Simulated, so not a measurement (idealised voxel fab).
A process module follows: voxel released beams.
250 nm wide, 5 nm square cells: that's cross-section cut.
Cross-section = grid of square cells, listed top down in bands; band = one or more rows.
Each band's line starts with the height of the band's top and of its bottom, in nm. Then come its materials from left to right, each with its width in nm. One material with "everywhere" fills the band from edge to edge. "blank" is empty space.
Height is counted from the level 0, under which the received wafer is composed throughout of one material. The lowest of the bands is not closed at the bottom but continues downward, in the notation "0..down".
Top row gets the first number, bottom row gets the second, and each row in between changes by the same step: that is how a band width like "30->40" works.
It should be understood that the words "remained unchanged", when stated for a given step, signify that the cross-section underwent no change in any of its cells during that step.
What "Unvented cavities" gives you is every empty space of 8 cells or more that is cut off from the top. Each appears as width x height at distance, with the distance taken from the left edge and width, height and distance all in nm.
The remark found on a step's line after its settings is issued by the simulator itself and pertains to that step.
The line of a step may include "overlay nm". On a step with a mask, this value is how far to the right of its planned place the mask lay. A negative value means the mask lay to the left.

-- The process steps that were planned are listed below
1 RECEIVE [material Si]
2 CONFORMAL_DEP [material Al2O3] [thk nm 10]
3 DIRECTIONAL_DEP [material SiO2] [thk nm 15]
4 MASKED_ETCH [tone open] [mask id ANCHOR] [width nm 25] [etch materials SiO2] [depth nm 15] [overlay nm -15]
5 CONFORMAL_DEP [material W] [thk nm 10]
6 DIRECTIONAL_DEP [material aC] [thk nm 15]
7 PATTERN [tone cover] [mask id BEAM] [material resist] [width nm 110] [thk nm 30] [overlay nm 0]
8 DIRECTIONAL_ETCH [etch materials aC] [depth nm 15]
9 STRIP [etch materials resist]
10 DIRECTIONAL_ETCH [etch materials W] [depth nm 10]
11 STRIP [etch materials aC]
12 STRIP [etch materials SiO2]
The wafers are alike at the start. At step 4, their overlay nm differs. The plan lists the first wafer's value.

-- The first of several wafers, as received after step 1, seen in section
> 0..down  Si everywhere
> Unvented cavities: none

-- Cross-section of the first of several wafers, taken after step 12, where the module ends
> 35..25  blank 70 nm, then W 105 nm, then blank 75 nm
> 25..20  blank 55 nm, then W 10 nm, then blank 5 nm, then W 10 nm, then blank 170 nm
> 20..10  blank 55 nm, then W 25 nm, then blank 170 nm
> 10..0  Al2O3 everywhere
> 0..down  Si everywhere
> Unvented cavities: none

-- Module end, final wafer: cross-section
> 35..25  blank 65 nm, then W 30 nm, then blank 5 nm, then W 75 nm, then blank 75 nm
> 25..20  blank 85 nm, then W 10 nm, then blank 5 nm, then W 10 nm, then blank 140 nm
> 20..10  blank 85 nm, then W 25 nm, then blank 140 nm
> 10..0  Al2O3 everywhere
> 0..down  Si everywhere
> Unvented cavities: none

-- Per-wafer rows below. For each material: cells gained (+) or lost (-) since the wafer was received, as of end of module. Then: closed voids
overlay nm -15, +100 Al2O3, +56 W, Unvented cavities: none
overlay nm -10, +100 Al2O3, +56 W, Unvented cavities: none
overlay nm -5, +100 Al2O3, +56 W, Unvented cavities: none
overlay nm 0, +100 Al2O3, +56 W, Unvented cavities: none
overlay nm 5, +100 Al2O3, +56 W, Unvented cavities: none
overlay nm 10, +100 Al2O3, +56 W, Unvented cavities: none
overlay nm 15, +100 Al2O3, +56 W, Unvented cavities: none
